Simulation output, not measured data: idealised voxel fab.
Documented hereafter: the process module known as voxel trench capacitor.
The width of the displayed cross-section, cut, is 240 nm; its cells are square, with a size of 5 nm.
In this document a cross-section is written as a grid of square cells. It is given as a series of bands, listed from the top down, and a band is one or more rows of cells. The entry gives the band's vertical extent as a top height and a bottom height in nm, then its horizontal make-up as materials from left to right, each with a width in nm. "empty" stands for empty space; a single material marked "everywhere" fills the band edge to edge. Height is counted from the level 0, under which the received wafer is composed throughout of one material. The lowest of the bands is not closed at the bottom but continues downward, in the notation "0..down". A two-number width, for instance "30 to 40", indicates that the width is equal to the first number in the top row of the band and to the second number in the bottom row, and that it changes by a constant amount per row of cells. Any step labelled "no change occurred" changed none of the cells in the cross-section. Closed-off voids of 8+ cells (no open route to the top) go in "Closed void list", written width x height at distance from the left edge, in nm. On each step's line, the part that comes after the settings is the simulator's own comment on the step. overlay nm: step with mask; distance mask lay right of planned place; negative value = left of planned place. Reading key. Pairs: pre-step and post-step cross-section, one process step apart; post-step view only to lowest changed band. Step between + settings: beneath pair. Runs: pairs may be from different runs of this module, same starting wafer. Continuation from pair above: only where "Before processing step" entry says.
Before processing step:
	0..down = Si everywhere
	Closed void list: none
Section, Post-Step:
	10..0 = SiN everywhere
	Below 0, the layers are the same as they were.
	Closed void list: none
The structure shown above changes from one cross-section to the other through CONFORMAL_DEP | material SiN | thk nm 10
Before processing step: The initial state for this step is given by the after cross-section of the immediately preceding pair.
Section, Post-Step:
	25..10 = 55 of resist / 25 of empty / 25 of resist / 25 of empty / 25 of resist / 25 of empty / 60 of resist
	Below 10, the layers are the same as they were.
	Closed void list: none
The structure shown above changes from one cross-section to the other through PATTERN | tone open | mask id TRENCH | material resist | width nm 25 | pitch nm 50 | thk nm 15 | overlay nm 0
Before processing step: The initial state for this step is given by the after cross-section of the immediately preceding pair.
Section, Post-Step:
	25..10 = 55 of resist / 25 of empty / 25 of resist / 25 of empty / 25 of resist / 25 of empty / 60 of resist
	10..0 = 55 of SiN / 25 of empty / 25 of SiN / 25 of empty / 25 of SiN / 25 of empty / 60 of SiN
	Below 0, the layers are the same as they were.
	Closed void list: none
The structure shown above changes from one cross-section to the other through DIRECTIONAL_ETCH | etch materials SiN | depth nm 10
Before processing step: The initial state for this step is given by the after cross-section of the immediately preceding pair.
Section, Post-Step:
	25..10 = 55 of resist / 25 of empty / 25 of resist / 25 of empty / 25 of resist / 25 of empty / 60 of resist
	10..0 = 55 of SiN / 25 of empty / 25 of SiN / 25 of empty / 25 of SiN / 25 of empty / 60 of SiN
	0..-40 = 55 of Si / 25 of empty / 25 of Si / 25 of empty / 25 of Si / 25 of empty / 60 of Si
	Below -40, the layers are the same as they were.
	Closed void list: none
The structure shown above changes from one cross-section to the other through DIRECTIONAL_ETCH | etch materials Si | depth nm 40
Before processing step: The initial state for this step is given by the after cross-section of the immediately preceding pair.
Section, Post-Step:
	10..0 = 55 of SiN / 25 of empty / 25 of SiN / 25 of empty / 25 of SiN / 25 of empty / 60 of SiN
	Below 0, the layers are the same as they were.
	Closed void list: none
The structure shown above changes from one cross-section to the other through STRIP | etch materials resist
Before processing step: The initial state for this step is given by the after cross-section of the immediately preceding pair.
Section, Post-Step:
	15..10 = 60 of HfO2 / 15 of empty / 35 of HfO2 / 15 of empty / 35 of HfO2 / 15 of empty / 65 of HfO2
	10..0 = 55 of SiN / 5 of HfO2 / 15 of empty / 5 of HfO2 / 25 of SiN / 5 of HfO2 / 15 of empty / 5 of HfO2 / 25 of SiN / 5 of HfO2 / 15 of empty / 5 of HfO2 / 60 of SiN
	0..-35 = 55 of Si / 5 of HfO2 / 15 of empty / 5 of HfO2 / 25 of Si / 5 of HfO2 / 15 of empty / 5 of HfO2 / 25 of Si / 5 of HfO2 / 15 of empty / 5 of HfO2 / 60 of Si
	-35..-40 = 55 of Si / 25 of HfO2 / 25 of Si / 25 of HfO2 / 25 of Si / 25 of HfO2 / 60 of Si
	Below -40, the layers are the same as they were.
	Closed void list: none
The structure shown above changes from one cross-section to the other through CONFORMAL_DEP | material HfO2 | thk nm 5
Before processing step: The initial state for this step is given by the after cross-section of the immediately preceding pair.
Section, Post-Step:
	20..15 = 65 of TiN / 5 of empty / 45 of TiN / 5 of empty / 45 of TiN / 5 of empty / 70 of TiN
	15..10 = 60 of HfO2 / 5 of TiN / 5 of empty / 5 of TiN / 35 of HfO2 / 5 of TiN / 5 of empty / 5 of TiN / 35 of HfO2 / 5 of TiN / 5 of empty / 5 of TiN / 65 of HfO2
	10..0 = 55 of SiN / 5 of HfO2 / 5 of TiN / 5 of empty / 5 of TiN / 5 of HfO2 / 25 of SiN / 5 of HfO2 / 5 of TiN / 5 of empty / 5 of TiN / 5 of HfO2 / 25 of SiN / 5 of HfO2 / 5 of TiN / 5 of empty / 5 of TiN / 5 of HfO2 / 60 of SiN
	0..-30 = 55 of Si / 5 of HfO2 / 5 of TiN / 5 of empty / 5 of TiN / 5 of HfO2 / 25 of Si / 5 of HfO2 / 5 of TiN / 5 of empty / 5 of TiN / 5 of HfO2 / 25 of Si / 5 of HfO2 / 5 of TiN / 5 of empty / 5 of TiN / 5 of HfO2 / 60 of Si
	-30..-35 = 55 of Si / 5 of HfO2 / 15 of TiN / 5 of HfO2 / 25 of Si / 5 of HfO2 / 15 of TiN / 5 of HfO2 / 25 of Si / 5 of HfO2 / 15 of TiN / 5 of HfO2 / 60 of Si
	Below -35, the layers are the same as they were.
	Closed void list: none
The structure shown above changes from one cross-section to the other through CONFORMAL_DEP | material TiN | thk nm 5
Before processing step: The initial state for this step is given by the after cross-section of the immediately preceding pair.
Section, Post-Step:
	25..20 = W everywhere
	20..15 = 65 of TiN / 5 of W / 45 of TiN / 5 of W / 45 of TiN / 5 of W / 70 of TiN
	15..10 = 60 of HfO2 / 5 of TiN / 5 of W / 5 of TiN / 35 of HfO2 / 5 of TiN / 5 of W / 5 of TiN / 35 of HfO2 / 5 of TiN / 5 of W / 5 of TiN / 65 of HfO2
	10..0 = 55 of SiN / 5 of HfO2 / 5 of TiN / 5 of W / 5 of TiN / 5 of HfO2 / 25 of SiN / 5 of HfO2 / 5 of TiN / 5 of W / 5 of TiN / 5 of HfO2 / 25 of SiN / 5 of HfO2 / 5 of TiN / 5 of W / 5 of TiN / 5 of HfO2 / 60 of SiN
	0..-30 = 55 of Si / 5 of HfO2 / 5 of TiN / 5 of W / 5 of TiN / 5 of HfO2 / 25 of Si / 5 of HfO2 / 5 of TiN / 5 of W / 5 of TiN / 5 of HfO2 / 25 of Si / 5 of HfO2 / 5 of TiN / 5 of W / 5 of TiN / 5 of HfO2 / 60 of Si
	Below -30, the layers are the same as they were.
	Closed void list: none
The structure shown above changes from one cross-section to the other through FILL_DEP | material W | thk nm 5
Before processing step: The initial state for this step is given by the after cross-section of the immediately preceding pair.
Section, Post-Step:
	10..0 = 55 of SiN / 5 of HfO2 / 5 of TiN / 5 of W / 5 of TiN / 5 of HfO2 / 25 of SiN / 5 of HfO2 / 5 of TiN / 5 of W / 5 of TiN / 5 of HfO2 / 25 of SiN / 5 of HfO2 / 5 of TiN / 5 of W / 5 of TiN / 5 of HfO2 / 60 of SiN
	Below 0, the layers are the same as they were.
	Closed void list: none
The structure shown above changes from one cross-section to the other through CMP | height nm 10
Before processing step:
	10..0 = 55 of SiN / 25 of empty / 25 of SiN / 25 of empty / 25 of SiN / 25 of empty / 60 of SiN
	0..-40 = 55 of Si / 25 of empty / 25 of Si / 25 of empty / 25 of Si / 25 of empty / 60 of Si
	-40..down = Si everywhere
	Closed void list: none
Section, Post-Step:
	15..10 = 60 of TiN / 15 of empty / 35 of TiN / 15 of empty / 35 of TiN / 15 of empty / 65 of TiN
	10..0 = 55 of SiN / 5 of TiN / 15 of empty / 5 of TiN / 25 of SiN / 5 of TiN / 15 of empty / 5 of TiN / 25 of SiN / 5 of TiN / 15 of empty / 5 of TiN / 60 of SiN
	0..-35 = 55 of Si / 5 of TiN / 15 of empty / 5 of TiN / 25 of Si / 5 of TiN / 15 of empty / 5 of TiN / 25 of Si / 5 of TiN / 15 of empty / 5 of TiN / 60 of Si
	-35..-40 = 55 of Si / 25 of TiN / 25 of Si / 25 of TiN / 25 of Si / 25 of TiN / 60 of Si
	Below -40, the layers are the same as they were.
	Closed void list: none
The structure shown above changes from one cross-section to the other through CONFORMAL_DEP | material TiN | thk nm 5
Before processing step: The initial state for this step is given by the after cross-section of the immediately preceding pair.
Section, Post-Step:
	20..15 = W everywhere
	15..10 = 60 of TiN / 15 of W / 35 of TiN / 15 of W / 35 of TiN / 15 of W / 65 of TiN
	10..0 = 55 of SiN / 5 of TiN / 15 of W / 5 of TiN / 25 of SiN / 5 of TiN / 15 of W / 5 of TiN / 25 of SiN / 5 of TiN / 15 of W / 5 of TiN / 60 of SiN
	0..-35 = 55 of Si / 5 of TiN / 15 of W / 5 of TiN / 25 of Si / 5 of TiN / 15 of W / 5 of TiN / 25 of Si / 5 of TiN / 15 of W / 5 of TiN / 60 of Si
	Below -35, the layers are the same as they were.
	Closed void list: none
The structure shown above changes from one cross-section to the other through FILL_DEP | material W | thk nm 5
Before processing step: The initial state for this step is given by the after cross-section of the immediately preceding pair.
Section, Post-Step:
	10..0 = 55 of SiN / 5 of TiN / 15 of W / 5 of TiN / 25 of SiN / 5 of TiN / 15 of W / 5 of TiN / 25 of SiN / 5 of TiN / 15 of W / 5 of TiN / 60 of SiN
	Below 0, the layers are the same as they were.
	Closed void list: none
The structure shown above changes from one cross-section to the other through CMP | height nm 10
Before processing step:
	15..10 = 60 of TiN / 15 of empty / 35 of TiN / 15 of empty / 35 of TiN / 15 of empty / 65 of TiN
	10..0 = 55 of SiN / 5 of TiN / 15 of empty / 5 of TiN / 25 of SiN / 5 of TiN / 15 of empty / 5 of TiN / 25 of SiN / 5 of TiN / 15 of empty / 5 of TiN / 60 of SiN
	0..-35 = 55 of Si / 5 of TiN / 15 of empty / 5 of TiN / 25 of Si / 5 of TiN / 15 of empty / 5 of TiN / 25 of Si / 5 of TiN / 15 of empty / 5 of TiN / 60 of Si
	-35..-40 = 55 of Si / 25 of TiN / 25 of Si / 25 of TiN / 25 of Si / 25 of TiN / 60 of Si
	-40..down = Si everywhere
	Closed void list: none
Section, Post-Step:
	20..15 = 65 of HfO2 / 5 of empty / 45 of HfO2 / 5 of empty / 45 of HfO2 / 5 of empty / 70 of HfO2
	15..10 = 60 of TiN / 5 of HfO2 / 5 of empty / 5 of HfO2 / 35 of TiN / 5 of HfO2 / 5 of empty / 5 of HfO2 / 35 of TiN / 5 of HfO2 / 5 of empty / 5 of HfO2 / 65 of TiN
	10..0 = 55 of SiN / 5 of TiN / 5 of HfO2 / 5 of empty / 5 of HfO2 / 5 of TiN / 25 of SiN / 5 of TiN / 5 of HfO2 / 5 of empty / 5 of HfO2 / 5 of TiN / 25 of SiN / 5 of TiN / 5 of HfO2 / 5 of empty / 5 of HfO2 / 5 of TiN / 60 of SiN
	0..-30 = 55 of Si / 5 of TiN / 5 of HfO2 / 5 of empty / 5 of HfO2 / 5 of TiN / 25 of Si / 5 of TiN / 5 of HfO2 / 5 of empty / 5 of HfO2 / 5 of TiN / 25 of Si / 5 of TiN / 5 of HfO2 / 5 of empty / 5 of HfO2 / 5 of TiN / 60 of Si
	-30..-35 = 55 of Si / 5 of TiN / 15 of HfO2 / 5 of TiN / 25 of Si / 5 of TiN / 15 of HfO2 / 5 of TiN / 25 of Si / 5 of TiN / 15 of HfO2 / 5 of TiN / 60 of Si
	Below -35, the layers are the same as they were.
	Closed void list: none
The structure shown above changes from one cross-section to the other through CONFORMAL_DEP | material HfO2 | thk nm 5
Before processing step: The initial state for this step is given by the after cross-section of the immediately preceding pair.
Section, Post-Step:
	25..20 = W everywhere
	20..15 = 65 of HfO2 / 5 of W / 45 of HfO2 / 5 of W / 45 of HfO2 / 5 of W / 70 of HfO2
	15..10 = 60 of TiN / 5 of HfO2 / 5 of W / 5 of HfO2 / 35 of TiN / 5 of HfO2 / 5 of W / 5 of HfO2 / 35 of TiN / 5 of HfO2 / 5 of W / 5 of HfO2 / 65 of TiN
	10..0 = 55 of SiN / 5 of TiN / 5 of HfO2 / 5 of W / 5 of HfO2 / 5 of TiN / 25 of SiN / 5 of TiN / 5 of HfO2 / 5 of W / 5 of HfO2 / 5 of TiN / 25 of SiN / 5 of TiN / 5 of HfO2 / 5 of W / 5 of HfO2 / 5 of TiN / 60 of SiN
	0..-30 = 55 of Si / 5 of TiN / 5 of HfO2 / 5 of W / 5 of HfO2 / 5 of TiN / 25 of Si / 5 of TiN / 5 of HfO2 / 5 of W / 5 of HfO2 / 5 of TiN / 25 of Si / 5 of TiN / 5 of HfO2 / 5 of W / 5 of HfO2 / 5 of TiN / 60 of Si
	Below -30, the layers are the same as they were.
	Closed void list: none
The structure shown above changes from one cross-section to the other through FILL_DEP | material W | thk nm 5
Before processing step: The initial state for this step is given by the after cross-section of the immediately preceding pair.
Section, Post-Step:
	10..0 = 55 of SiN / 5 of TiN / 5 of HfO2 / 5 of W / 5 of HfO2 / 5 of TiN / 25 of SiN / 5 of TiN / 5 of HfO2 / 5 of W / 5 of HfO2 / 5 of TiN / 25 of SiN / 5 of TiN / 5 of HfO2 / 5 of W / 5 of HfO2 / 5 of TiN / 60 of SiN
	Below 0, the layers are the same as they were.
	Closed void list: none
The structure shown above changes from one cross-section to the other through CMP | height nm 10
Before processing step:
	25..10 = 55 of resist / 25 of empty / 25 of resist / 25 of empty / 25 of resist / 25 of empty / 60 of resist
	10..0 = 55 of SiN / 25 of empty / 25 of SiN / 25 of empty / 25 of SiN / 25 of empty / 60 of SiN
	0..down = Si everywhere
	Closed void list: none
Section, Post-Step:
	25..10 = 55 of resist / 25 of empty / 25 of resist / 25 of empty / 25 of resist / 25 of empty / 60 of resist
	10..0 = 55 of SiN / 25 of empty / 25 of SiN / 25 of empty / 25 of SiN / 25 of empty / 60 of SiN
	0..-50 = 55 of Si / 25 of empty / 25 of Si / 25 of empty / 25 of Si / 25 of empty / 60 of Si
	Below -50, the layers are the same as they were.
	Closed void list: none
The structure shown above changes from one cross-section to the other through DIRECTIONAL_ETCH | etch materials Si | depth nm 50
Before processing step: The initial state for this step is given by the after cross-section of the immediately preceding pair.
Section, Post-Step:
	10..0 = 55 of SiN / 25 of empty / 25 of SiN / 25 of empty / 25 of SiN / 25 of empty / 60 of SiN
	Below 0, the layers are the same as they were.
	Closed void list: none
The structure shown above changes from one cross-section to the other through STRIP | etch materials resist
Before processing step: The initial state for this step is given by the after cross-section of the immediately preceding pair.
Section, Post-Step:
	15..10 = 60 of HfO2 / 15 of empty / 35 of HfO2 / 15 of empty / 35 of HfO2 / 15 of empty / 65 of HfO2
	10..0 = 55 of SiN / 5 of HfO2 / 15 of empty / 5 of HfO2 / 25 of SiN / 5 of HfO2 / 15 of empty / 5 of HfO2 / 25 of SiN / 5 of HfO2 / 15 of empty / 5 of HfO2 / 60 of SiN
	0..-45 = 55 of Si / 5 of HfO2 / 15 of empty / 5 of HfO2 / 25 of Si / 5 of HfO2 / 15 of empty / 5 of HfO2 / 25 of Si / 5 of HfO2 / 15 of empty / 5 of HfO2 / 60 of Si
	-45..-50 = 55 of Si / 25 of HfO2 / 25 of Si / 25 of HfO2 / 25 of Si / 25 of HfO2 / 60 of Si
	Below -50, the layers are the same as they were.
	Closed void list: none
The structure shown above changes from one cross-section to the other through CONFORMAL_DEP | material HfO2 | thk nm 5
Before processing step: The initial state for this step is given by the after cross-section of the immediately preceding pair.
Section, Post-Step:
	20..15 = 65 of TiN / 5 of empty / 45 of TiN / 5 of empty / 45 of TiN / 5 of empty / 70 of TiN
	15..10 = 60 of HfO2 / 5 of TiN / 5 of empty / 5 of TiN / 35 of HfO2 / 5 of TiN / 5 of empty / 5 of TiN / 35 of HfO2 / 5 of TiN / 5 of empty / 5 of TiN / 65 of HfO2
	10..0 = 55 of SiN / 5 of HfO2 / 5 of TiN / 5 of empty / 5 of TiN / 5 of HfO2 / 25 of SiN / 5 of HfO2 / 5 of TiN / 5 of empty / 5 of TiN / 5 of HfO2 / 25 of SiN / 5 of HfO2 / 5 of TiN / 5 of empty / 5 of TiN / 5 of HfO2 / 60 of SiN
	0..-40 = 55 of Si / 5 of HfO2 / 5 of TiN / 5 of empty / 5 of TiN / 5 of HfO2 / 25 of Si / 5 of HfO2 / 5 of TiN / 5 of empty / 5 of TiN / 5 of HfO2 / 25 of Si / 5 of HfO2 / 5 of TiN / 5 of empty / 5 of TiN / 5 of HfO2 / 60 of Si
	-40..-45 = 55 of Si / 5 of HfO2 / 15 of TiN / 5 of HfO2 / 25 of Si / 5 of HfO2 / 15 of TiN / 5 of HfO2 / 25 of Si / 5 of HfO2 / 15 of TiN / 5 of HfO2 / 60 of Si
	Below -45, the layers are the same as they were.
	Closed void list: none
The structure shown above changes from one cross-section to the other through CONFORMAL_DEP | material TiN | thk nm 5
Before processing step: The initial state for this step is given by the after cross-section of the immediately preceding pair.
Section, Post-Step:
	25..20 = W everywhere
	20..15 = 65 of TiN / 5 of W / 45 of TiN / 5 of W / 45 of TiN / 5 of W / 70 of TiN
	15..10 = 60 of HfO2 / 5 of TiN / 5 of W / 5 of TiN / 35 of HfO2 / 5 of TiN / 5 of W / 5 of TiN / 35 of HfO2 / 5 of TiN / 5 of W / 5 of TiN / 65 of HfO2
	10..0 = 55 of SiN / 5 of HfO2 / 5 of TiN / 5 of W / 5 of TiN / 5 of HfO2 / 25 of SiN / 5 of HfO2 / 5 of TiN / 5 of W / 5 of TiN / 5 of HfO2 / 25 of SiN / 5 of HfO2 / 5 of TiN / 5 of W / 5 of TiN / 5 of HfO2 / 60 of SiN
	0..-40 = 55 of Si / 5 of HfO2 / 5 of TiN / 5 of W / 5 of TiN / 5 of HfO2 / 25 of Si / 5 of HfO2 / 5 of TiN / 5 of W / 5 of TiN / 5 of HfO2 / 25 of Si / 5 of HfO2 / 5 of TiN / 5 of W / 5 of TiN / 5 of HfO2 / 60 of Si
	Below -40, the layers are the same as they were.
	Closed void list: none
The structure shown above changes from one cross-section to the other through FILL_DEP | material W | thk nm 5
Before processing step: The initial state for this step is given by the after cross-section of the immediately preceding pair.
Section, Post-Step:
	10..0 = 55 of SiN / 5 of HfO2 / 5 of TiN / 5 of W / 5 of TiN / 5 of HfO2 / 25 of SiN / 5 of HfO2 / 5 of TiN / 5 of W / 5 of TiN / 5 of HfO2 / 25 of SiN / 5 of HfO2 / 5 of TiN / 5 of W / 5 of TiN / 5 of HfO2 / 60 of SiN
	Below 0, the layers are the same as they were.
	Closed void list: none
The structure shown above changes from one cross-section to the other through CMP | height nm 10
Before processing step:
	10..0 = SiN everywhere
	0..down = Si everywhere
	Closed void list: none
Section, Post-Step:
	25..10 = 50 of resist / 35 of empty / 15 of resist / 35 of empty / 15 of resist / 35 of empty / 55 of resist
	Below 10, the layers are the same as they were.
	Closed void list: none
The structure shown above changes from one cross-section to the other through PATTERN | tone open | mask id TRENCH | material resist | width nm 35 | pitch nm 50 | thk nm 15 | overlay nm 0
Before processing step: The initial state for this step is given by the after cross-section of the immediately preceding pair.
Section, Post-Step:
	25..10 = 50 of resist / 35 of empty / 15 of resist / 35 of empty / 15 of resist / 35 of empty / 55 of resist
	10..0 = 50 of SiN / 35 of empty / 15 of SiN / 35 of empty / 15 of SiN / 35 of empty / 55 of SiN
	Below 0, the layers are the same as they were.
	Closed void list: none
The structure shown above changes from one cross-section to the other through DIRECTIONAL_ETCH | etch materials SiN | depth nm 10
Before processing step: The initial state for this step is given by the after cross-section of the immediately preceding pair.
Section, Post-Step:
	25..10 = 50 of resist / 35 of empty / 15 of resist / 35 of empty / 15 of resist / 35 of empty / 55 of resist
	10..0 = 50 of SiN / 35 of empty / 15 of SiN / 35 of empty / 15 of SiN / 35 of empty / 55 of SiN
	0..-40 = 50 of Si / 35 of empty / 15 of Si / 35 of empty / 15 of Si / 35 of empty / 55 of Si
	Below -40, the layers are the same as they were.
	Closed void list: none
The structure shown above changes from one cross-section to the other through DIRECTIONAL_ETCH | etch materials Si | depth nm 40
Before processing step: The initial state for this step is given by the after cross-section of the immediately preceding pair.
Section, Post-Step:
	10..0 = 50 of SiN / 35 of empty / 15 of SiN / 35 of empty / 15 of SiN / 35 of empty / 55 of SiN
	Below 0, the layers are the same as they were.
	Closed void list: none
The structure shown above changes from one cross-section to the other through STRIP | etch materials resist
Before processing step: The initial state for this step is given by the after cross-section of the immediately preceding pair.
Section, Post-Step:
	15..10 = 55 of HfO2 / 25 of empty / 25 of HfO2 / 25 of empty / 25 of HfO2 / 25 of empty / 60 of HfO2
	10..0 = 50 of SiN / 5 of HfO2 / 25 of empty / 5 of HfO2 / 15 of SiN / 5 of HfO2 / 25 of empty / 5 of HfO2 / 15 of SiN / 5 of HfO2 / 25 of empty / 5 of HfO2 / 55 of SiN
	0..-35 = 50 of Si / 5 of HfO2 / 25 of empty / 5 of HfO2 / 15 of Si / 5 of HfO2 / 25 of empty / 5 of HfO2 / 15 of Si / 5 of HfO2 / 25 of empty / 5 of HfO2 / 55 of Si
	-35..-40 = 50 of Si / 35 of HfO2 / 15 of Si / 35 of HfO2 / 15 of Si / 35 of HfO2 / 55 of Si
	Below -40, the layers are the same as they were.
	Closed void list: none
The structure shown above changes from one cross-section to the other through CONFORMAL_DEP | material HfO2 | thk nm 5
Before processing step: The initial state for this step is given by the after cross-section of the immediately preceding pair.
Section, Post-Step:
	20..15 = 60 of TiN / 15 of empty / 35 of TiN / 15 of empty / 35 of TiN / 15 of empty / 65 of TiN
	15..10 = 55 of HfO2 / 5 of TiN / 15 of empty / 5 of TiN / 25 of HfO2 / 5 of TiN / 15 of empty / 5 of TiN / 25 of HfO2 / 5 of TiN / 15 of empty / 5 of TiN / 60 of HfO2
	10..0 = 50 of SiN / 5 of HfO2 / 5 of TiN / 15 of empty / 5 of TiN / 5 of HfO2 / 15 of SiN / 5 of HfO2 / 5 of TiN / 15 of empty / 5 of TiN / 5 of HfO2 / 15 of SiN / 5 of HfO2 / 5 of TiN / 15 of empty / 5 of TiN / 5 of HfO2 / 55 of SiN
	0..-30 = 50 of Si / 5 of HfO2 / 5 of TiN / 15 of empty / 5 of TiN / 5 of HfO2 / 15 of Si / 5 of HfO2 / 5 of TiN / 15 of empty / 5 of TiN / 5 of HfO2 / 15 of Si / 5 of HfO2 / 5 of TiN / 15 of empty / 5 of TiN / 5 of HfO2 / 55 of Si
	-30..-35 = 50 of Si / 5 of HfO2 / 25 of TiN / 5 of HfO2 / 15 of Si / 5 of HfO2 / 25 of TiN / 5 of HfO2 / 15 of Si / 5 of HfO2 / 25 of TiN / 5 of HfO2 / 55 of Si
	Below -35, the layers are the same as they were.
	Closed void list: none
The structure shown above changes from one cross-section to the other through CONFORMAL_DEP | material TiN | thk nm 5
Before processing step: The initial state for this step is given by the after cross-section of the immediately preceding pair.
Section, Post-Step:
	25..20 = W everywhere
	20..15 = 60 of TiN / 15 of W / 35 of TiN / 15 of W / 35 of TiN / 15 of W / 65 of TiN
	15..10 = 55 of HfO2 / 5 of TiN / 15 of W / 5 of TiN / 25 of HfO2 / 5 of TiN / 15 of W / 5 of TiN / 25 of HfO2 / 5 of TiN / 15 of W / 5 of TiN / 60 of HfO2
	10..0 = 50 of SiN / 5 of HfO2 / 5 of TiN / 15 of W / 5 of TiN / 5 of HfO2 / 15 of SiN / 5 of HfO2 / 5 of TiN / 15 of W / 5 of TiN / 5 of HfO2 / 15 of SiN / 5 of HfO2 / 5 of TiN / 15 of W / 5 of TiN / 5 of HfO2 / 55 of SiN
	0..-30 = 50 of Si / 5 of HfO2 / 5 of TiN / 15 of W / 5 of TiN / 5 of HfO2 / 15 of Si / 5 of HfO2 / 5 of TiN / 15 of W / 5 of TiN / 5 of HfO2 / 15 of Si / 5 of HfO2 / 5 of TiN / 15 of W / 5 of TiN / 5 of HfO2 / 55 of Si
	Below -30, the layers are the same as they were.
	Closed void list: none
The structure shown above changes from one cross-section to the other through FILL_DEP | material W | thk nm 5
Before processing step: The initial state for this step is given by the after cross-section of the immediately preceding pair.
Section, Post-Step:
	10..0 = 50 of SiN / 5 of HfO2 / 5 of TiN / 15 of W / 5 of TiN / 5 of HfO2 / 15 of SiN / 5 of HfO2 / 5 of TiN / 15 of W / 5 of TiN / 5 of HfO2 / 15 of SiN / 5 of HfO2 / 5 of TiN / 15 of W / 5 of TiN / 5 of HfO2 / 55 of SiN
	Below 0, the layers are the same as they were.
	Closed void list: none
The structure shown above changes from one cross-section to the other through CMP | height nm 10
Before processing step:
	10..0 = SiN everywhere
	0..down = Si everywhere
	Closed void list: none
Section, Post-Step:
	25..10 = 45 of resist / 25 of empty / 25 of resist / 25 of empty / 25 of resist / 25 of empty / 70 of resist
	Below 10, the layers are the same as they were.
	Closed void list: none
The structure shown above changes from one cross-section to the other through PATTERN | tone open | mask id TRENCH | material resist | width nm 25 | pitch nm 50 | thk nm 15 | overlay nm -10
Before processing step: The initial state for this step is given by the after cross-section of the immediately preceding pair.
Section, Post-Step:
	25..10 = 45 of resist / 25 of empty / 25 of resist / 25 of empty / 25 of resist / 25 of empty / 70 of resist
	10..0 = 45 of SiN / 25 of empty / 25 of SiN / 25 of empty / 25 of SiN / 25 of empty / 70 of SiN
	Below 0, the layers are the same as they were.
	Closed void list: none
The structure shown above changes from one cross-section to the other through DIRECTIONAL_ETCH | etch materials SiN | depth nm 10
Before processing step: The initial state for this step is given by the after cross-section of the immediately preceding pair.
Section, Post-Step:
	25..10 = 45 of resist / 25 of empty / 25 of resist / 25 of empty / 25 of resist / 25 of empty / 70 of resist
	10..0 = 45 of SiN / 25 of empty / 25 of SiN / 25 of empty / 25 of SiN / 25 of empty / 70 of SiN
	0..-40 = 45 of Si / 25 of empty / 25 of Si / 25 of empty / 25 of Si / 25 of empty / 70 of Si
	Below -40, the layers are the same as they were.
	Closed void list: none
The structure shown above changes from one cross-section to the other through DIRECTIONAL_ETCH | etch materials Si | depth nm 40
Before processing step: The initial state for this step is given by the after cross-section of the immediately preceding pair.
Section, Post-Step:
	10..0 = 45 of SiN / 25 of empty / 25 of SiN / 25 of empty / 25 of SiN / 25 of empty / 70 of SiN
	Below 0, the layers are the same as they were.
	Closed void list: none
The structure shown above changes from one cross-section to the other through STRIP | etch materials resist
Before processing step: The initial state for this step is given by the after cross-section of the immediately preceding pair.
Section, Post-Step:
	15..10 = 50 of HfO2 / 15 of empty / 35 of HfO2 / 15 of empty / 35 of HfO2 / 15 of empty / 75 of HfO2
	10..0 = 45 of SiN / 5 of HfO2 / 15 of empty / 5 of HfO2 / 25 of SiN / 5 of HfO2 / 15 of empty / 5 of HfO2 / 25 of SiN / 5 of HfO2 / 15 of empty / 5 of HfO2 / 70 of SiN
	0..-35 = 45 of Si / 5 of HfO2 / 15 of empty / 5 of HfO2 / 25 of Si / 5 of HfO2 / 15 of empty / 5 of HfO2 / 25 of Si / 5 of HfO2 / 15 of empty / 5 of HfO2 / 70 of Si
	-35..-40 = 45 of Si / 25 of HfO2 / 25 of Si / 25 of HfO2 / 25 of Si / 25 of HfO2 / 70 of Si
	Below -40, the layers are the same as they were.
	Closed void list: none
The structure shown above changes from one cross-section to the other through CONFORMAL_DEP | material HfO2 | thk nm 5
Before processing step: The initial state for this step is given by the after cross-section of the immediately preceding pair.
Section, Post-Step:
	20..15 = 55 of TiN / 5 of empty / 45 of TiN / 5 of empty / 45 of TiN / 5 of empty / 80 of TiN
	15..10 = 50 of HfO2 / 5 of TiN / 5 of empty / 5 of TiN / 35 of HfO2 / 5 of TiN / 5 of empty / 5 of TiN / 35 of HfO2 / 5 of TiN / 5 of empty / 5 of TiN / 75 of HfO2
	10..0 = 45 of SiN / 5 of HfO2 / 5 of TiN / 5 of empty / 5 of TiN / 5 of HfO2 / 25 of SiN / 5 of HfO2 / 5 of TiN / 5 of empty / 5 of TiN / 5 of HfO2 / 25 of SiN / 5 of HfO2 / 5 of TiN / 5 of empty / 5 of TiN / 5 of HfO2 / 70 of SiN
	0..-30 = 45 of Si / 5 of HfO2 / 5 of TiN / 5 of empty / 5 of TiN / 5 of HfO2 / 25 of Si / 5 of HfO2 / 5 of TiN / 5 of empty / 5 of TiN / 5 of HfO2 / 25 of Si / 5 of HfO2 / 5 of TiN / 5 of empty / 5 of TiN / 5 of HfO2 / 70 of Si
	-30..-35 = 45 of Si / 5 of HfO2 / 15 of TiN / 5 of HfO2 / 25 of Si / 5 of HfO2 / 15 of TiN / 5 of HfO2 / 25 of Si / 5 of HfO2 / 15 of TiN / 5 of HfO2 / 70 of Si
	Below -35, the layers are the same as they were.
	Closed void list: none
The structure shown above changes from one cross-section to the other through CONFORMAL_DEP | material TiN | thk nm 5
Before processing step: The initial state for this step is given by the after cross-section of the immediately preceding pair.
Section, Post-Step:
	25..20 = W everywhere
	20..15 = 55 of TiN / 5 of W / 45 of TiN / 5 of W / 45 of TiN / 5 of W / 80 of TiN
	15..10 = 50 of HfO2 / 5 of TiN / 5 of W / 5 of TiN / 35 of HfO2 / 5 of TiN / 5 of W / 5 of TiN / 35 of HfO2 / 5 of TiN / 5 of W / 5 of TiN / 75 of HfO2
	10..0 = 45 of SiN / 5 of HfO2 / 5 of TiN / 5 of W / 5 of TiN / 5 of HfO2 / 25 of SiN / 5 of HfO2 / 5 of TiN / 5 of W / 5 of TiN / 5 of HfO2 / 25 of SiN / 5 of HfO2 / 5 of TiN / 5 of W / 5 of TiN / 5 of HfO2 / 70 of SiN
	0..-30 = 45 of Si / 5 of HfO2 / 5 of TiN / 5 of W / 5 of TiN / 5 of HfO2 / 25 of Si / 5 of HfO2 / 5 of TiN / 5 of W / 5 of TiN / 5 of HfO2 / 25 of Si / 5 of HfO2 / 5 of TiN / 5 of W / 5 of TiN / 5 of HfO2 / 70 of Si
	Below -30, the layers are the same as they were.
	Closed void list: none
The structure shown above changes from one cross-section to the other through FILL_DEP | material W | thk nm 5
